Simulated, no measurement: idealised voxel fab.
process module | voxel transistor to metal
cross-section cut | 140 nm wide | cells 5 nm
A cross-section is a grid of square cells, given in bands from the top down. A band is one or more rows of cells.
Each band's line starts with the height of the band's top and of its bottom, in nm. Then come its materials from left to right, each with its width in nm. One material with "throughout" fills the band from edge to edge. "air" is empty space.
Height 0 is the level under which the wafer as received is all one material. The lowest band goes on downwards, as in "0 down".
A width such as "30 to 40" changes by the same amount from each row of cells to the next, from the band's top row to its bottom row.
"no change" after a step means that no cell of the cross-section changed.
closed voids: empty space of 8 cells or more with no open way to the top, each as width x height at its distance from the left edge, in nm
after a step's settings: what the simulator itself notes on the step
overlay nm, on a step with a mask: how far to the right of its planned place the mask lay; to the left if negative
plan
1 op RECEIVE | material Si
2 op CONFORMAL_DEP | material SiO2 | thk nm 5
3 op CONFORMAL_DEP | material SiN | thk nm 15
4 op PATTERN | tone cover | mask id ACTIVE | material resist | width nm 105 | thk nm 20 | overlay nm 0
5 op DIRECTIONAL_ETCH | etch materials SiN | depth nm 15
6 op DIRECTIONAL_ETCH | etch materials SiO2 | depth nm 5
7 op DIRECTIONAL_ETCH | etch materials Si | depth nm 30
8 op STRIP | etch materials resist
9 op FILL_DEP | material SiO2 | thk nm 5
10 op CMP | height nm 20
11 op SELECTIVE_ETCH | etch materials SiO2 | depth nm 5
12 op STRIP | etch materials SiN
13 op SELECTIVE_ETCH | etch materials SiO2 | depth nm 5
14 op OXIDIZE | depth nm 5
15 op DIRECTIONAL_DEP | material polySi | thk nm 25
16 op DIRECTIONAL_DEP | material SiCN | thk nm 10
17 op DIRECTIONAL_DEP | material aC | thk nm 15
18 op PATTERN | tone cover | mask id GATE | material resist | width nm 15 | thk nm 30 | overlay nm 0
19 op DIRECTIONAL_ETCH | etch materials aC | depth nm 15
20 op STRIP | etch materials resist
21 op DIRECTIONAL_ETCH | etch materials SiCN | depth nm 20
22 op DIRECTIONAL_ETCH | etch materials polySi | depth nm 35
23 op STRIP | etch materials aC
24 op CONFORMAL_DEP | material SiN | thk nm 10
25 op DIRECTIONAL_ETCH | etch materials SiN | depth nm 10
26 op DIRECTIONAL_ETCH | etch materials SiO2 | depth nm 5
27 op EPI | material pSi | thk nm 5
28 op FILL_DEP | material SiO2 | thk nm 5
29 op CMP | height nm 35
30 op DIRECTIONAL_DEP | material SiO2 | thk nm 10
31 op DIRECTIONAL_DEP | material aC | thk nm 15
32 op PATTERN | tone open | mask id CONTACT | material resist | width nm 20 | pitch nm 65 | thk nm 30 | overlay nm 0
33 op DIRECTIONAL_ETCH | etch materials aC | depth nm 15
34 op STRIP | etch materials resist
35 op DIRECTIONAL_ETCH | etch materials SiO2 | depth nm 45
36 op STRIP | etch materials aC
37 op CONFORMAL_DEP | material TiN | thk nm 5
38 op FILL_DEP | material W | thk nm 5
39 op CMP | height nm 45
40 op DIRECTIONAL_DEP | material TiN | thk nm 5
41 op DIRECTIONAL_DEP | material W | thk nm 20
42 op MASKED_ETCH | tone cover | mask id METAL_1 | width nm 20 | pitch nm 65 | etch materials W | depth nm 20 | overlay nm 0
43 op MASKED_ETCH | tone cover | mask id METAL_1 | width nm 20 | pitch nm 65 | etch materials TiN | depth nm 5 | overlay nm 0
44 op CONFORMAL_DEP | material SiCN | thk nm 5
45 op FILL_DEP | material SiO2 | thk nm 10
46 op CMP | height nm 70
47 op CONFORMAL_DEP | material SiCN | thk nm 5
as received, after step 1
  0 down: Si throughout
  closed voids: none
a wafer at the end: this start, this plan, one mistake
  75 to 70: SiCN throughout
  70 to 50: SiO2 20 | SiCN 5 | W 20 | SiCN 5 | SiO2 35 | SiCN 5 | W 20 | SiCN 5 | SiO2 25
  50 to 45: SiCN 25 | TiN 20 | SiCN 45 | TiN 20 | SiCN 30
  45 to 35: SiO2 25 | TiN 5 | W 10 | TiN 5 | SiO2 45 | TiN 5 | W 10 | TiN 5 | SiO2 30
  35 to 10: SiO2 25 | TiN 5 | W 10 | TiN 5 | SiO2 5 | SiN 10 | polySi 15 | SiN 10 | SiO2 5 | TiN 5 | W 10 | TiN 5 | SiO2 30
  10 to 5: SiO2 10 | SiN 10 | SiO2 5 | TiN 5 | W 10 | TiN 5 | SiO2 45 | TiN 5 | W 10 | TiN 5 | SiO2 5 | SiN 10 | SiO2 15
  5 to 0: SiO2 10 | SiN 10 | SiO2 5 | TiN 20 | SiO2 45 | TiN 20 | SiO2 5 | SiN 10 | SiO2 15
  0 to -5: pSi 10 | SiO2 115 | pSi 15
  -5 to -30: Si 15 | SiO2 105 | Si 20
  -30 down: Si throughout
  closed voids: none
what went wrong: step 4 ran as: op PATTERN | tone open | mask id ACTIVE | material resist | width nm 105 | thk nm 20 | overlay nm 0
